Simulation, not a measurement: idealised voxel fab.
This is a process module. Its name is voxel released beams.
Displayed cross-section: cut, width of 205 nm, square cells sized 5 nm.
We lay out every cross-section as a grid of square cells and spell it out in bands from the top down, where one band means one or more rows of cells. Look at the band entry: it leads with the top's height and the bottom's height in nm. Then it lists the materials left to right, with a width in nm for each. The word "full width" on a single material says that material fills the band edge to edge. The word "empty" is empty space. Measure heights from 0. That's the level where, below it, the as-received wafer is all one material. The lowest band is bottomless and extends downward; write it as in "0 nm and below". Quick explanation for "30 to 40": the width changes in equal steps down the rows of cells, from the first number in the band's top row to the second number in its bottom row. You'll sometimes find "nothing changed" written for a step, and that's the way of saying that nowhere in the cross-section did a cell change during that step. For the entry "Enclosed void entries", the listed items are empty spaces with no open way to the top whose size is 8 cells or more; each item follows the pattern width x height at distance, where distance is from the left edge and all three are in nm. Formally, on a step line, whatever follows the settings is a remark that the simulator itself makes on the step. overlay nm: mask right of planned place by this much (step with mask). Neg. = left.
The steps planned for the process are as follows:
1. RECEIVE: material Si
2. CONFORMAL_DEP: material SiN, thk nm 10
3. DIRECTIONAL_DEP: material SiO2, thk nm 15
4. DIRECTIONAL_DEP: material aC, thk nm 10
5. PATTERN: tone open, mask id ANCHOR, material resist, width nm 15, thk nm 30, overlay nm 0
6. DIRECTIONAL_ETCH: etch materials aC, depth nm 10
7. STRIP: etch materials resist
8. DIRECTIONAL_ETCH: etch materials SiO2, depth nm 15
9. STRIP: etch materials aC
10. CONFORMAL_DEP: material W, thk nm 10
11. DIRECTIONAL_DEP: material aC, thk nm 15
12. PATTERN: tone cover, mask id BEAM, material resist, width nm 90, thk nm 35, overlay nm 0
13. DIRECTIONAL_ETCH: etch materials aC, depth nm 15
14. STRIP: etch materials resist
15. DIRECTIONAL_ETCH: etch materials W, depth nm 10
16. STRIP: etch materials aC
17. STRIP: etch materials SiO2
Among the wafers covered here, the point of difference is the width nm at step 5; their starting state is shared, and the plan presents the value of the first wafer.
Received condition of the first of several wafers, sectioned: post-step 1:
	0 nm and below | Si full width
	Enclosed void entries: none
What follows is a table in which each wafer occupies a row; for the wafer as it stands at the close of the module, the row states, material by material, how many cells have been gained (+) or lost (-) since receipt, and then gives its closed voids:
width nm 15 | +82 SiN | +45 W | Enclosed void entries: none
width nm 20 | +82 SiN | +48 W | Enclosed void entries: none
width nm 25 | +82 SiN | +48 W | Enclosed void entries: none
width nm 30 | +82 SiN | +48 W | Enclosed void entries: none
width nm 35 | +82 SiN | +48 W | Enclosed void entries: none
width nm 40 | +82 SiN | +48 W | Enclosed void entries: none
